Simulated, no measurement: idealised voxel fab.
Proc. module: voxel transistor to metal
285 nm wide, 5 nm square cells: that's cross-section cut.
Cross-section spec: square-cell grid; bands listed top down; each band is one or more rows.
Within each band entry, the heights of the top and of the bottom of the band appear first, in that order and in nm; the materials of the band then follow from left to right, each with its corresponding width in nm. The designation "full width" on a single material indicates that it fills the band from edge to edge; the designation "air" indicates empty space.
Heights are measured from 0, the level below which the as-received wafer is all one material; the lowest band has no bottom and continues downward, written as in "top 0, no bottom".
A width given as "30 to 40" starts at the first number in the band's top row and ends at the second number in its bottom row, shifting by an equal amount at every step from row to row.
Where a step carries "all unchanged", the cross-section came out of it unchanged, cell for cell.
The label "Completely sealed voids" introduces a list of the empty spaces, 8 cells or larger, that have no open way up to the top; each entry in it reads width x height at distance, where the distance is taken from the left edge and all three are stated in nm.
Note: text after step settings on the step line = simulator remark on that step.
When a step includes a mask, the "overlay nm" setting on its line states how far to the right of its planned place that mask lay, and negative values state how far to the left.
Read each pair as before and after one process step. The after cross-section shows only down to the lowest band that changed. The step between them and its settings are given below the pair. Pairs can come from different runs of this module on the same starting wafer. A pair continues from the pair above only where its "State before" entry says so.
State before:
    top 50, bottom 25: W full width
    top 25, bottom 20: TiN full width
    top 20, bottom 10: SiO2: 30; TiN: 5; W: 5; TiN: 5; SiO2: 65; TiN: 5; W: 5; TiN: 5; SiO2: 35; TiN: 5; W: 5; TiN: 5; SiO2: 65; TiN: 5; W: 5; TiN: 5; SiO2: 30
    top 10, bottom 5: SiO2: 30; TiN: 15; SiO2: 5; SiN: 10; HfO2: 5; TiN: 5; W: 15; TiN: 5; HfO2: 5; SiN: 10; SiO2: 5; TiN: 15; SiO2: 35; TiN: 15; SiO2: 5; SiN: 10; HfO2: 5; TiN: 5; W: 15; TiN: 5; HfO2: 5; SiN: 10; SiO2: 5; TiN: 15; SiO2: 30
    top 5, bottom 0: SiO2: 30; TiN: 5; pSi: 15; SiN: 10; HfO2: 5; TiN: 5; W: 15; TiN: 5; HfO2: 5; SiN: 10; pSi: 15; TiN: 5; SiO2: 35; TiN: 5; pSi: 15; SiN: 10; HfO2: 5; TiN: 5; W: 15; TiN: 5; HfO2: 5; SiN: 10; pSi: 15; TiN: 5; SiO2: 30
    top 0, bottom -5: SiO2: 30; TiN: 5; pSi: 15; SiN: 10; HfO2: 5; TiN: 25; HfO2: 5; SiN: 10; pSi: 15; TiN: 5; SiO2: 35; TiN: 5; pSi: 15; SiN: 10; HfO2: 5; TiN: 25; HfO2: 5; SiN: 10; pSi: 15; TiN: 5; SiO2: 30
    top -5, bottom -10: SiO2: 20; pSi: 30; SiO2: 5; HfO2: 45; SiO2: 5; pSi: 30; SiO2: 15; pSi: 30; SiO2: 5; HfO2: 45; SiO2: 5; pSi: 30; SiO2: 20
    top -10, bottom -20: SiO2: 25; pSi: 25; Si: 55; pSi: 25; SiO2: 25; pSi: 25; Si: 55; pSi: 25; SiO2: 25
    top -20, bottom -25: SiO2: 25; Si: 105; SiO2: 25; Si: 105; SiO2: 25
    top -25, no bottom: Si full width
    Completely sealed voids: none
Post-Step Section View:
    top 65, bottom 50: air: 25; resist: 25; air: 55; resist: 25; air: 25; resist: 25; air: 55; resist: 25; air: 25
    No changes below 50.
    Completely sealed voids: none
Between the two cross-sections shown above lies PATTERN: tone cover, mask id METAL_1, material resist, width nm 25, thk nm 15, overlay nm 0
State before: this step begins from the cross-section that the pair just above shows after its step.
Post-Step Section View:
    top 65, bottom 50: air: 25; resist: 25; air: 55; resist: 25; air: 25; resist: 25; air: 55; resist: 25; air: 25
    top 50, bottom 25: air: 25; W: 25; air: 55; W: 25; air: 25; W: 25; air: 55; W: 25; air: 25
    No changes below 25.
    Completely sealed voids: none
Between the two cross-sections shown above lies DIRECTIONAL_ETCH: etch materials W, depth nm 25
State before: this step begins from the cross-section that the pair just above shows after its step.
Post-Step Section View:
    top 65, bottom 50: air: 25; resist: 25; air: 55; resist: 25; air: 25; resist: 25; air: 55; resist: 25; air: 25
    top 50, bottom 25: air: 25; W: 25; air: 55; W: 25; air: 25; W: 25; air: 55; W: 25; air: 25
    top 25, bottom 20: air: 25; TiN: 25; air: 55; TiN: 25; air: 25; TiN: 25; air: 55; TiN: 25; air: 25
    No changes below 20.
    Completely sealed voids: none
Between the two cross-sections shown above lies DIRECTIONAL_ETCH: etch materials TiN, depth nm 5
State before: this step begins from the cross-section that the pair just above shows after its step.
Post-Step Section View:
    top 50, bottom 25: air: 25; W: 25; air: 55; W: 25; air: 25; W: 25; air: 55; W: 25; air: 25
    No changes below 25.
    Completely sealed voids: none
Between the two cross-sections shown above lies STRIP: etch materials resist
State before: this step begins from the cross-section that the pair just above shows after its step.
Post-Step Section View:
    top 55, bottom 50: air: 20; SiN: 35; air: 45; SiN: 35; air: 15; SiN: 35; air: 45; SiN: 35; air: 20
    top 50, bottom 25: air: 20; SiN: 5; W: 25; SiN: 5; air: 45; SiN: 5; W: 25; SiN: 5; air: 15; SiN: 5; W: 25; SiN: 5; air: 45; SiN: 5; W: 25; SiN: 5; air: 20
    top 25, bottom 20: SiN: 25; TiN: 25; SiN: 55; TiN: 25; SiN: 25; TiN: 25; SiN: 55; TiN: 25; SiN: 25
    No changes below 20.
    Completely sealed voids: none
Between the two cross-sections shown above lies CONFORMAL_DEP: material SiN, thk nm 5
State before: this step begins from the cross-section that the pair just above shows after its step.
Post-Step Section View:
    top 60, bottom 55: lowk full width
    top 55, bottom 50: lowk: 20; SiN: 35; lowk: 45; SiN: 35; lowk: 15; SiN: 35; lowk: 45; SiN: 35; lowk: 20
    top 50, bottom 25: lowk: 20; SiN: 5; W: 25; SiN: 5; lowk: 45; SiN: 5; W: 25; SiN: 5; lowk: 15; SiN: 5; W: 25; SiN: 5; lowk: 45; SiN: 5; W: 25; SiN: 5; lowk: 20
    No changes below 25.
    Completely sealed voids: none
Between the two cross-sections shown above lies FILL_DEP: material lowk, thk nm 5
State before: this step begins from the cross-section that the pair just above shows after its step.
Post-Step Section View:
    top 50, bottom 25: lowk: 20; SiN: 5; W: 25; SiN: 5; lowk: 45; SiN: 5; W: 25; SiN: 5; lowk: 15; SiN: 5; W: 25; SiN: 5; lowk: 45; SiN: 5; W: 25; SiN: 5; lowk: 20
    No changes below 25.
    Completely sealed voids: none
Between the two cross-sections shown above lies CMP: height nm 50
State before: this step begins from the cross-section that the pair just above shows after its step.
Post-Step Section View:
    top 55, bottom 50: SiCN full width
    No changes below 50.
    Completely sealed voids: none
Between the two cross-sections shown above lies CONFORMAL_DEP: material SiCN, thk nm 5
State before: this step begins from the cross-section that the pair just above shows after its step.
Post-Step Section View:
    top 80, bottom 55: lowk full width
    No changes below 55.
    Completely sealed voids: none
Between the two cross-sections shown above lies DIRECTIONAL_DEP: material lowk, thk nm 25
State before: this step begins from the cross-section that the pair just above shows after its step.
Post-Step Section View:
    top 90, bottom 80: aC full width
    No changes below 80.
    Completely sealed voids: none
Between the two cross-sections shown above lies DIRECTIONAL_DEP: material aC, thk nm 10
State before: this step begins from the cross-section that the pair just above shows after its step.
Post-Step Section View:
    top 115, bottom 90: resist: 30; air: 15; resist: 115; air: 15; resist: 110
    No changes below 90.
    Completely sealed voids: none
Between the two cross-sections shown above lies PATTERN: tone open, mask id METAL_2, material resist, width nm 15, pitch nm 130, thk nm 25, overlay nm 0
State before: this step begins from the cross-section that the pair just above shows after its step.
Post-Step Section View:
    top 105, bottom 90: resist: 30; air: 15; resist: 115; air: 15; resist: 110
    top 90, bottom 80: aC: 30; air: 15; aC: 115; air: 15; aC: 110
    No changes below 80.
    Completely sealed voids: none
Between the two cross-sections shown above lies DIRECTIONAL_ETCH: etch materials aC, depth nm 10
State before: this step begins from the cross-section that the pair just above shows after its step.
Post-Step Section View:
    top 90, bottom 80: aC: 30; air: 15; aC: 115; air: 15; aC: 110
    No changes below 80.
    Completely sealed voids: none
Between the two cross-sections shown above lies STRIP: etch materials resist
State before: this step begins from the cross-section that the pair just above shows after its step.
Post-Step Section View:
    top 90, bottom 80: aC: 30; air: 15; aC: 115; air: 15; aC: 110
    top 80, bottom 65: lowk: 30; air: 15; lowk: 115; air: 15; lowk: 110
    No changes below 65.
    Completely sealed voids: none
Between the two cross-sections shown above lies DIRECTIONAL_ETCH: etch materials lowk, depth nm 15
State before: this step begins from the cross-section that the pair just above shows after its step.
Post-Step Section View:
    top 80, bottom 65: lowk: 30; air: 15; lowk: 115; air: 15; lowk: 110
    No changes below 65.
    Completely sealed voids: none
Between the two cross-sections shown above lies STRIP: etch materials aC
State before: this step begins from the cross-section that the pair just above shows after its step.
Post-Step Section View:
    top 95, bottom 80: aC: 30; air: 15; aC: 115; air: 15; aC: 110
    top 80, bottom 65: lowk: 30; aC: 15; lowk: 115; aC: 15; lowk: 110
    No changes below 65.
    Completely sealed voids: none
Between the two cross-sections shown above lies DIRECTIONAL_DEP: material aC, thk nm 15
State before: this step begins from the cross-section that the pair just above shows after its step.
Post-Step Section View:
    top 130, bottom 95: resist: 30; air: 15; resist: 115; air: 15; resist: 110
    No changes below 95.
    Completely sealed voids: none
Between the two cross-sections shown above lies PATTERN: tone open, mask id METAL_2_HOLES, material resist, width nm 15, pitch nm 130, thk nm 35, overlay nm 0
State before: this step begins from the cross-section that the pair just above shows after its step.
Post-Step Section View:
    top 115, bottom 95: resist: 30; air: 15; resist: 115; air: 15; resist: 110
    top 95, bottom 80: aC: 30; air: 15; aC: 115; air: 15; aC: 110
    top 80, bottom 65: lowk: 30; air: 15; lowk: 115; air: 15; lowk: 110
    No changes below 65.
    Completely sealed voids: none
Between the two cross-sections shown above lies DIRECTIONAL_ETCH: etch materials aC, depth nm 15
State before: this step begins from the cross-section that the pair just above shows after its step.
Post-Step Section View:
    top 95, bottom 80: aC: 30; air: 15; aC: 115; air: 15; aC: 110
    No changes below 80.
    Completely sealed voids: none
Between the two cross-sections shown above lies STRIP: etch materials resist
State before: this step begins from the cross-section that the pair just above shows after its step.
Post-Step Section View:
    top 95, bottom 80: aC: 30; air: 15; aC: 115; air: 15; aC: 110
    top 80, bottom 55: lowk: 30; air: 15; lowk: 115; air: 15; lowk: 110
    No changes below 55.
    Completely sealed voids: none
Between the two cross-sections shown above lies DIRECTIONAL_ETCH: etch materials lowk, depth nm 10
State before: this step begins from the cross-section that the pair just above shows after its step.
Post-Step Section View:
    top 95, bottom 80: aC: 30; air: 15; aC: 115; air: 15; aC: 110
    top 80, bottom 55: lowk: 30; air: 15; lowk: 115; air: 15; lowk: 110
    top 55, bottom 50: SiCN: 30; air: 15; SiCN: 115; air: 15; SiCN: 110
    No changes below 50.
    Completely sealed voids: none
Between the two cross-sections shown above lies DIRECTIONAL_ETCH: etch materials SiCN, depth nm 5
State before: this step begins from the cross-section that the pair just above shows after its step.
Post-Step Section View:
    top 80, bottom 55: lowk: 30; air: 15; lowk: 115; air: 15; lowk: 110
    No changes below 55.
    Completely sealed voids: none
Between the two cross-sections shown above lies STRIP: etch materials aC
State before: this step begins from the cross-section that the pair just above shows after its step.
Post-Step Section View:
    top 85, bottom 80: TiN: 35; air: 5; TiN: 125; air: 5; TiN: 115
    top 80, bottom 55: lowk: 30; TiN: 5; air: 5; TiN: 5; lowk: 115; TiN: 5; air: 5; TiN: 5; lowk: 110
    top 55, bottom 50: SiCN: 30; TiN: 15; SiCN: 115; TiN: 15; SiCN: 110
    No changes below 50.
    Completely sealed voids: none
Between the two cross-sections shown above lies CONFORMAL_DEP: material TiN, thk nm 5
State before: this step begins from the cross-section that the pair just above shows after its step.
Post-Step Section View:
    top 95, bottom 85: Cu full width
    top 85, bottom 80: TiN: 35; Cu: 5; TiN: 125; Cu: 5; TiN: 115
    top 80, bottom 55: lowk: 30; TiN: 5; Cu: 5; TiN: 5; lowk: 115; TiN: 5; Cu: 5; TiN: 5; lowk: 110
    No changes below 55.
    Completely sealed voids: none
Between the two cross-sections shown above lies FILL_DEP: material Cu, thk nm 10
State before: this step begins from the cross-section that the pair just above shows after its step.
Post-Step Section View:
    top 80, bottom 55: lowk: 30; TiN: 5; Cu: 5; TiN: 5; lowk: 115; TiN: 5; Cu: 5; TiN: 5; lowk: 110
    No changes below 55.
    Completely sealed voids: none
Between the two cross-sections shown above lies CMP: height nm 80
State before: this step begins from the cross-section that the pair just above shows after its step.
Post-Step Section View:
    top 85, bottom 80: SiCN full width
    No changes below 80.
    Completely sealed voids: none
Between the two cross-sections shown above lies CONFORMAL_DEP: material SiCN, thk nm 5
State before:
    top 25, bottom 10: aC full width
    top 10, bottom 0: SiN full width
    top 0, bottom -5: SiO2 full width
    top -5, no bottom: Si full width
    Completely sealed voids: none
Post-Step Section View:
    top 55, bottom 25: air: 20; resist: 105; air: 25; resist: 105; air: 30
    No changes below 25.
    Completely sealed voids: none
Between the two cross-sections shown above lies PATTERN: tone cover, mask id ACTIVE, material resist, width nm 105, pitch nm 130, thk nm 30, overlay nm -5
State before: this step begins from the cross-section that the pair just above shows after its step.
Post-Step Section View:
    top 40, bottom 25: air: 20; resist: 105; air: 25; resist: 105; air: 30
    top 25, bottom 10: air: 20; aC: 105; air: 25; aC: 105; air: 30
    No changes below 10.
    Completely sealed voids: none
Between the two cross-sections shown above lies DIRECTIONAL_ETCH: etch materials aC, depth nm 15
State before: this step begins from the cross-section that the pair just above shows after its step.
Post-Step Section View:
    top 25, bottom 10: air: 20; aC: 105; air: 25; aC: 105; air: 30
    No changes below 10.
    Completely sealed voids: none
Between the two cross-sections shown above lies STRIP: etch materials resist
State before: this step begins from the cross-section that the pair just above shows after its step.
Post-Step Section View:
    top 25, bottom 10: air: 20; aC: 105; air: 25; aC: 105; air: 30
    top 10, bottom 0: air: 20; SiN: 105; air: 25; SiN: 105; air: 30
    No changes below 0.
    Completely sealed voids: none
Between the two cross-sections shown above lies DIRECTIONAL_ETCH: etch materials SiN, depth nm 10
State before: this step begins from the cross-section that the pair just above shows after its step.
Post-Step Section View:
    top 25, bottom 10: air: 20; aC: 105; air: 25; aC: 105; air: 30
    top 10, bottom 0: air: 20; SiN: 105; air: 25; SiN: 105; air: 30
    top 0, bottom -5: air: 20; SiO2: 105; air: 25; SiO2: 105; air: 30
    No changes below -5.
    Completely sealed voids: none
Between the two cross-sections shown above lies DIRECTIONAL_ETCH: etch materials SiO2, depth nm 5
State before: this step begins from the cross-section that the pair just above shows after its step.
Post-Step Section View:
    top 25, bottom 10: air: 20; aC: 105; air: 25; aC: 105; air: 30
    top 10, bottom 0: air: 20; SiN: 105; air: 25; SiN: 105; air: 30
    top 0, bottom -5: air: 20; SiO2: 105; air: 25; SiO2: 105; air: 30
    top -5, bottom -25: air: 20; Si: 105; air: 25; Si: 105; air: 30
    No changes below -25.
    Completely sealed voids: none
Between the two cross-sections shown above lies DIRECTIONAL_ETCH: etch materials Si, depth nm 20
State before: this step begins from the cross-section that the pair just above shows after its step.
Post-Step Section View:
    top 10, bottom 0: air: 20; SiN: 105; air: 25; SiN: 105; air: 30
    No changes below 0.
    Completely sealed voids: none
Between the two cross-sections shown above lies STRIP: etch materials aC
State before: this step begins from the cross-section that the pair just above shows after its step.
Post-Step Section View:
    top 15, bottom 10: SiO2 full width
    top 10, bottom 0: SiO2: 20; SiN: 105; SiO2: 25; SiN: 105; SiO2: 30
    top 0, bottom -5: SiO2 full width
    top -5, bottom -25: SiO2: 20; Si: 105; SiO2: 25; Si: 105; SiO2: 30
    No changes below -25.
    Completely sealed voids: none
Between the two cross-sections shown above lies FILL_DEP: material SiO2, thk nm 5
State before: this step begins from the cross-section that the pair just above shows after its step.
Post-Step Section View:
    top 10, bottom 0: SiO2: 20; SiN: 105; SiO2: 25; SiN: 105; SiO2: 30
    No changes below 0.
    Completely sealed voids: none
Between the two cross-sections shown above lies CMP: height nm 10
State before: this step begins from the cross-section that the pair just above shows after its step.
Post-Step Section View:
    top 10, bottom 0: air: 20; SiN: 105; air: 25; SiN: 105; air: 30
    No changes below 0.
    Completely sealed voids: none
Between the two cross-sections shown above lies SELECTIVE_ETCH: etch materials SiO2, depth nm 10
State before: this step begins from the cross-section that the pair just above shows after its step.
Post-Step Section View:
    top 0, bottom -5: SiO2 full width
    No changes below -5.
    Completely sealed voids: none
Between the two cross-sections shown above lies STRIP: etch materials SiN
State before: this step begins from the cross-section that the pair just above shows after its step.
Post-Step Section View:
    top -5, bottom -25: SiO2: 20; Si: 105; SiO2: 25; Si: 105; SiO2: 30
    No changes below -25.
    Completely sealed voids: none
Between the two cross-sections shown above lies SELECTIVE_ETCH: etch materials SiO2, depth nm 5
State before: this step begins from the cross-section that the pair just above shows after its step.
Post-Step Section View:
    top -5, bottom -10: SiO2 full width
    No changes below -10.
    Completely sealed voids: none
Between the two cross-sections shown above lies OXIDIZE: depth nm 5
State before: this step begins from the cross-section that the pair just above shows after its step.
Post-Step Section View:
    top 15, bottom -5: polySi full width
    No changes below -5.
    Completely sealed voids: none
Between the two cross-sections shown above lies DIRECTIONAL_DEP: material polySi, thk nm 20
State before: this step begins from the cross-section that the pair just above shows after its step.
Post-Step Section View:
    top 25, bottom 15: SiCN full width
    No changes below 15.
    Completely sealed voids: none
Between the two cross-sections shown above lies DIRECTIONAL_DEP: material SiCN, thk nm 10
State before: this step begins from the cross-section that the pair just above shows after its step.
Post-Step Section View:
    top 40, bottom 25: air: 60; resist: 35; air: 95; resist: 35; air: 60
    No changes below 25.
    Completely sealed voids: none
Between the two cross-sections shown above lies PATTERN: tone cover, mask id GATE, material resist, width nm 35, pitch nm 130, thk nm 15, overlay nm 0
State before: this step begins from the cross-section that the pair just above shows after its step.
Post-Step Section View:
    top 40, bottom 25: air: 60; resist: 35; air: 95; resist: 35; air: 60
    top 25, bottom 15: air: 60; SiCN: 35; air: 95; SiCN: 35; air: 60
    No changes below 15.
    Completely sealed voids: none
Between the two cross-sections shown above lies DIRECTIONAL_ETCH: etch materials SiCN, depth nm 20
State before: this step begins from the cross-section that the pair just above shows after its step.
Post-Step Section View:
    top 40, bottom 25: air: 60; resist: 35; air: 95; resist: 35; air: 60
    top 25, bottom 15: air: 60; SiCN: 35; air: 95; SiCN: 35; air: 60
    top 15, bottom -5: air: 60; polySi: 35; air: 95; polySi: 35; air: 60
    No changes below -5.
    Completely sealed voids: none
Between the two cross-sections shown above lies DIRECTIONAL_ETCH: etch materials polySi, depth nm 30
State before: this step begins from the cross-section that the pair just above shows after its step.
Post-Step Section View:
    top 25, bottom 15: air: 60; SiCN: 35; air: 95; SiCN: 35; air: 60
    No changes below 15.
    Completely sealed voids: none
Between the two cross-sections shown above lies STRIP: etch materials resist
State before: this step begins from the cross-section that the pair just above shows after its step.
Post-Step Section View:
    top 35, bottom 25: air: 50; SiN: 55; air: 75; SiN: 55; air: 50
    top 25, bottom 15: air: 50; SiN: 10; SiCN: 35; SiN: 10; air: 75; SiN: 10; SiCN: 35; SiN: 10; air: 50
    top 15, bottom 5: air: 50; SiN: 10; polySi: 35; SiN: 10; air: 75; SiN: 10; polySi: 35; SiN: 10; air: 50
    top 5, bottom -5: SiN: 60; polySi: 35; SiN: 95; polySi: 35; SiN: 60
    No changes below -5.
    Completely sealed voids: none
Between the two cross-sections shown above lies CONFORMAL_DEP: material SiN, thk nm 10
State before: this step begins from the cross-section that the pair just above shows after its step.
Post-Step Section View:
    top 25, bottom 15: air: 50; SiN: 10; SiCN: 35; SiN: 10; air: 75; SiN: 10; SiCN: 35; SiN: 10; air: 50
    top 15, bottom -5: air: 50; SiN: 10; polySi: 35; SiN: 10; air: 75; SiN: 10; polySi: 35; SiN: 10; air: 50
    No changes below -5.
    Completely sealed voids: none
Between the two cross-sections shown above lies DIRECTIONAL_ETCH: etch materials SiN, depth nm 10
State before: this step begins from the cross-section that the pair just above shows after its step.
Post-Step Section View:
    top 25, bottom 15: air: 50; SiN: 10; SiCN: 35; SiN: 10; air: 75; SiN: 10; SiCN: 35; SiN: 10; air: 50
    top 15, bottom -5: air: 50; SiN: 10; polySi: 35; SiN: 10; air: 75; SiN: 10; polySi: 35; SiN: 10; air: 50
    top -5, bottom -10: air: 50; SiO2: 55; air: 75; SiO2: 55; air: 50
    No changes below -10.
    Completely sealed voids: none
Between the two cross-sections shown above lies DIRECTIONAL_ETCH: etch materials SiO2, depth nm 5
State before: this step begins from the cross-section that the pair just above shows after its step.
Post-Step Section View:
    top 25, bottom 15: air: 50; SiN: 10; SiCN: 35; SiN: 10; air: 75; SiN: 10; SiCN: 35; SiN: 10; air: 50
    top 15, bottom -5: air: 50; SiN: 10; polySi: 35; SiN: 10; air: 75; SiN: 10; polySi: 35; SiN: 10; air: 50
    top -5, bottom -10: air: 50; SiO2: 55; air: 75; SiO2: 55; air: 50
    top -10, bottom -20: SiO2: 20; air: 30; Si: 55; air: 20; SiO2: 25; air: 30; Si: 55; air: 20; SiO2: 30
    No changes below -20.
    Completely sealed voids: none
Between the two cross-sections shown above lies DIRECTIONAL_ETCH: etch materials Si, depth nm 10
State before: this step begins from the cross-section that the pair just above shows after its step.
Post-Step Section View:
    top 25, bottom 15: air: 50; SiN: 10; SiCN: 35; SiN: 10; air: 75; SiN: 10; SiCN: 35; SiN: 10; air: 50
    top 15, bottom 5: air: 50; SiN: 10; polySi: 35; SiN: 10; air: 75; SiN: 10; polySi: 35; SiN: 10; air: 50
    top 5, bottom -5: air: 35; pSi: 15; SiN: 10; polySi: 35; SiN: 10; pSi: 15; air: 45; pSi: 15; SiN: 10; polySi: 35; SiN: 10; pSi: 15; air: 35
    top -5, bottom -10: air: 15; pSi: 35; SiO2: 55; pSi: 25; air: 15; pSi: 35; SiO2: 55; pSi: 25; air: 25
    top -10, bottom -20: SiO2: 20; pSi: 30; Si: 55; pSi: 20; SiO2: 25; pSi: 30; Si: 55; pSi: 20; SiO2: 30
    No changes below -20.
    Completely sealed voids: none
Between the two cross-sections shown above lies EPI: material pSi, thk nm 15
State before: this step begins from the cross-section that the pair just above shows after its step.
Post-Step Section View:
    top 30, bottom 25: SiO2 full width
    top 25, bottom 15: SiO2: 50; SiN: 10; SiCN: 35; SiN: 10; SiO2: 75; SiN: 10; SiCN: 35; SiN: 10; SiO2: 50
    top 15, bottom 5: SiO2: 50; SiN: 10; polySi: 35; SiN: 10; SiO2: 75; SiN: 10; polySi: 35; SiN: 10; SiO2: 50
    top 5, bottom -5: SiO2: 35; pSi: 15; SiN: 10; polySi: 35; SiN: 10; pSi: 15; SiO2: 45; pSi: 15; SiN: 10; polySi: 35; SiN: 10; pSi: 15; SiO2: 35
    top -5, bottom -10: SiO2: 15; pSi: 35; SiO2: 55; pSi: 25; SiO2: 15; pSi: 35; SiO2: 55; pSi: 25; SiO2: 25
    No changes below -10.
    Completely sealed voids: none
Between the two cross-sections shown above lies FILL_DEP: material SiO2, thk nm 5
State before: this step begins from the cross-section that the pair just above shows after its step.
Post-Step Section View:
    top 15, bottom 5: SiO2: 50; SiN: 10; polySi: 35; SiN: 10; SiO2: 75; SiN: 10; polySi: 35; SiN: 10; SiO2: 50
    No changes below 5.
    Completely sealed voids: none
Between the two cross-sections shown above lies CMP: height nm 15
State before: this step begins from the cross-section that the pair just above shows after its step.
Post-Step Section View:
    top 15, bottom 5: SiO2: 50; SiN: 10; air: 35; SiN: 10; SiO2: 75; SiN: 10; air: 35; SiN: 10; SiO2: 50
    top 5, bottom -5: SiO2: 35; pSi: 15; SiN: 10; air: 35; SiN: 10; pSi: 15; SiO2: 45; pSi: 15; SiN: 10; air: 35; SiN: 10; pSi: 15; SiO2: 35
    No changes below -5.
    Completely sealed voids: none
Between the two cross-sections shown above lies STRIP: etch materials polySi
State before: this step begins from the cross-section that the pair just above shows after its step.
Post-Step Section View:
    top 15, bottom 10: air: 50; SiN: 10; air: 35; SiN: 10; air: 75; SiN: 10; air: 35; SiN: 10; air: 50
    top 10, bottom 5: SiO2: 50; SiN: 10; air: 35; SiN: 10; SiO2: 75; SiN: 10; air: 35; SiN: 10; SiO2: 50
    top 5, bottom -5: SiO2: 35; pSi: 15; SiN: 10; air: 35; SiN: 10; pSi: 15; SiO2: 45; pSi: 15; SiN: 10; air: 35; SiN: 10; pSi: 15; SiO2: 35
    top -5, bottom -10: SiO2: 15; pSi: 35; SiO2: 5; air: 45; SiO2: 5; pSi: 25; SiO2: 15; pSi: 35; SiO2: 5; air: 45; SiO2: 5; pSi: 25; SiO2: 25
    No changes below -10.
    Completely sealed voids: none
Between the two cross-sections shown above lies SELECTIVE_ETCH: etch materials SiO2, depth nm 5
State before: this step begins from the cross-section that the pair just above shows after its step.
Post-Step Section View:
    top 20, bottom 15: air: 45; HfO2: 20; air: 25; HfO2: 20; air: 65; HfO2: 20; air: 25; HfO2: 20; air: 45
    top 15, bottom 10: HfO2: 50; SiN: 10; HfO2: 5; air: 25; HfO2: 5; SiN: 10; HfO2: 75; SiN: 10; HfO2: 5; air: 25; HfO2: 5; SiN: 10; HfO2: 50
    top 10, bottom 5: SiO2: 50; SiN: 10; HfO2: 5; air: 25; HfO2: 5; SiN: 10; SiO2: 75; SiN: 10; HfO2: 5; air: 25; HfO2: 5; SiN: 10; SiO2: 50
    top 5, bottom -5: SiO2: 35; pSi: 15; SiN: 10; HfO2: 5; air: 25; HfO2: 5; SiN: 10; pSi: 15; SiO2: 45; pSi: 15; SiN: 10; HfO2: 5; air: 25; HfO2: 5; SiN: 10; pSi: 15; SiO2: 35
    top -5, bottom -10: SiO2: 15; pSi: 35; SiO2: 5; HfO2: 45; SiO2: 5; pSi: 25; SiO2: 15; pSi: 35; SiO2: 5; HfO2: 45; SiO2: 5; pSi: 25; SiO2: 25
    No changes below -10.
    Completely sealed voids: none
Between the two cross-sections shown above lies CONFORMAL_DEP: material HfO2, thk nm 5
State before: this step begins from the cross-section that the pair just above shows after its step.
Post-Step Section View:
    top 25, bottom 20: air: 40; TiN: 30; air: 15; TiN: 30; air: 55; TiN: 30; air: 15; TiN: 30; air: 40
    top 20, bottom 15: TiN: 45; HfO2: 20; TiN: 5; air: 15; TiN: 5; HfO2: 20; TiN: 65; HfO2: 20; TiN: 5; air: 15; TiN: 5; HfO2: 20; TiN: 45
    top 15, bottom 10: HfO2: 50; SiN: 10; HfO2: 5; TiN: 5; air: 15; TiN: 5; HfO2: 5; SiN: 10; HfO2: 75; SiN: 10; HfO2: 5; TiN: 5; air: 15; TiN: 5; HfO2: 5; SiN: 10; HfO2: 50
    top 10, bottom 5: SiO2: 50; SiN: 10; HfO2: 5; TiN: 5; air: 15; TiN: 5; HfO2: 5; SiN: 10; SiO2: 75; SiN: 10; HfO2: 5; TiN: 5; air: 15; TiN: 5; HfO2: 5; SiN: 10; SiO2: 50
    top 5, bottom 0: SiO2: 35; pSi: 15; SiN: 10; HfO2: 5; TiN: 5; air: 15; TiN: 5; HfO2: 5; SiN: 10; pSi: 15; SiO2: 45; pSi: 15; SiN: 10; HfO2: 5; TiN: 5; air: 15; TiN: 5; HfO2: 5; SiN: 10; pSi: 15; SiO2: 35
    top 0, bottom -5: SiO2: 35; pSi: 15; SiN: 10; HfO2: 5; TiN: 25; HfO2: 5; SiN: 10; pSi: 15; SiO2: 45; pSi: 15; SiN: 10; HfO2: 5; TiN: 25; HfO2: 5; SiN: 10; pSi: 15; SiO2: 35
    No changes below -5.
    Completely sealed voids: none
Between the two cross-sections shown above lies CONFORMAL_DEP: material TiN, thk nm 5
State before: this step begins from the cross-section that the pair just above shows after its step.
Post-Step Section View:
    top 35, bottom 25: W full width
    top 25, bottom 20: W: 40; TiN: 30; W: 15; TiN: 30; W: 55; TiN: 30; W: 15; TiN: 30; W: 40
    top 20, bottom 15: TiN: 45; HfO2: 20; TiN: 5; W: 15; TiN: 5; HfO2: 20; TiN: 65; HfO2: 20; TiN: 5; W: 15; TiN: 5; HfO2: 20; TiN: 45
    top 15, bottom 10: HfO2: 50; SiN: 10; HfO2: 5; TiN: 5; W: 15; TiN: 5; HfO2: 5; SiN: 10; HfO2: 75; SiN: 10; HfO2: 5; TiN: 5; W: 15; TiN: 5; HfO2: 5; SiN: 10; HfO2: 50
    top 10, bottom 5: SiO2: 50; SiN: 10; HfO2: 5; TiN: 5; W: 15; TiN: 5; HfO2: 5; SiN: 10; SiO2: 75; SiN: 10; HfO2: 5; TiN: 5; W: 15; TiN: 5; HfO2: 5; SiN: 10; SiO2: 50
    top 5, bottom 0: SiO2: 35; pSi: 15; SiN: 10; HfO2: 5; TiN: 5; W: 15; TiN: 5; HfO2: 5; SiN: 10; pSi: 15; SiO2: 45; pSi: 15; SiN: 10; HfO2: 5; TiN: 5; W: 15; TiN: 5; HfO2: 5; SiN: 10; pSi: 15; SiO2: 35
    No changes below 0.
    Completely sealed voids: none
Between the two cross-sections shown above lies FILL_DEP: material W, thk nm 10
State before: this step begins from the cross-section that the pair just above shows after its step.
Post-Step Section View:
    top 10, bottom 5: SiO2: 50; SiN: 10; HfO2: 5; TiN: 5; W: 15; TiN: 5; HfO2: 5; SiN: 10; SiO2: 75; SiN: 10; HfO2: 5; TiN: 5; W: 15; TiN: 5; HfO2: 5; SiN: 10; SiO2: 50
    No changes below 5.
    Completely sealed voids: none
Between the two cross-sections shown above lies CMP: height nm 10
State before: this step begins from the cross-section that the pair just above shows after its step.
Post-Step Section View:
    top 20, bottom 10: SiO2 full width
    No changes below 10.
    Completely sealed voids: none
Between the two cross-sections shown above lies DIRECTIONAL_DEP: material SiO2, thk nm 10
